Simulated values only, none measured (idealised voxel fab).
process module | voxel self aligned vias
cross-section cut | 270 nm wide | cells 5 nm
A cross-section is a grid of square cells, given in bands from the top down. A band is one or more rows of cells.
Each band's line starts with the height of the band's top and of its bottom, in nm. Then come its materials from left to right, each with its width in nm. One material with "throughout" fills the band from edge to edge. "air" is empty space.
Height 0 is the level under which the wafer as received is all one material. The lowest band goes on downwards, as in "0 down".
A width such as "30 to 40" changes by the same amount from each row of cells to the next, from the band's top row to its bottom row.
"no change" after a step means that no cell of the cross-section changed.
closed voids: empty space of 8 cells or more with no open way to the top, each as width x height at its distance from the left edge, in nm
after a step's settings: what the simulator itself notes on the step
overlay nm, on a step with a mask: how far to the right of its planned place the mask lay; to the left if negative
plan
1 op RECEIVE | material Si
2 op CONFORMAL_DEP | material SiO2 | thk nm 15
3 op CONFORMAL_DEP | material SiCN | thk nm 5
4 op DIRECTIONAL_DEP | material SiO2 | thk nm 25
5 op MASKED_ETCH | tone open | mask id LINES | width nm 30 | pitch nm 80 | etch materials SiO2 | depth nm 25 | overlay nm 0
6 op CONFORMAL_DEP | material TiN | thk nm 5
7 op FILL_DEP | material W | thk nm 10
8 op CMP | height nm 45
9 op SELECTIVE_ETCH | etch materials W Ru TiN | depth nm 10
10 op FILL_DEP | material SiN | thk nm 10
11 op CMP | height nm 45
12 op DIRECTIONAL_DEP | material SiO2 | thk nm 15
13 op PATTERN | tone open | mask id VIAS | material resist | width nm 40 | pitch nm 80 | thk nm 20 | overlay nm 0
14 op DIRECTIONAL_ETCH | etch materials SiO2 | depth nm 15
15 op DIRECTIONAL_ETCH | etch materials SiN | depth nm 10
16 op STRIP | etch materials resist
17 op CONFORMAL_DEP | material TiN | thk nm 5
18 op FILL_DEP | material W | thk nm 10
19 op CMP | height nm 60
20 op CONFORMAL_DEP | material SiCN | thk nm 5
varied across the wafers: width nm of step 13. The plan shows the first wafer's value. All wafers start alike
first wafer as received, after step 1
  0 down: Si throughout
  closed voids: none
each wafer at the end: cells of each material gained (+) or lost (-) since it was received, then its closed voids
width nm 40 | +108 SiCN | +486 SiO2 | +52 TiN | +56 W | closed voids: none
width nm 45 | +108 SiCN | +480 SiO2 | +54 TiN | +60 W | closed voids: none
width nm 50 | +108 SiCN | +474 SiO2 | +56 TiN | +64 W | closed voids: none
width nm 55 | +108 SiCN | +468 SiO2 | +58 TiN | +68 W | closed voids: none
width nm 60 | +108 SiCN | +462 SiO2 | +60 TiN | +72 W | closed voids: none
width nm 65 | +108 SiCN | +456 SiO2 | +62 TiN | +76 W | closed voids: none
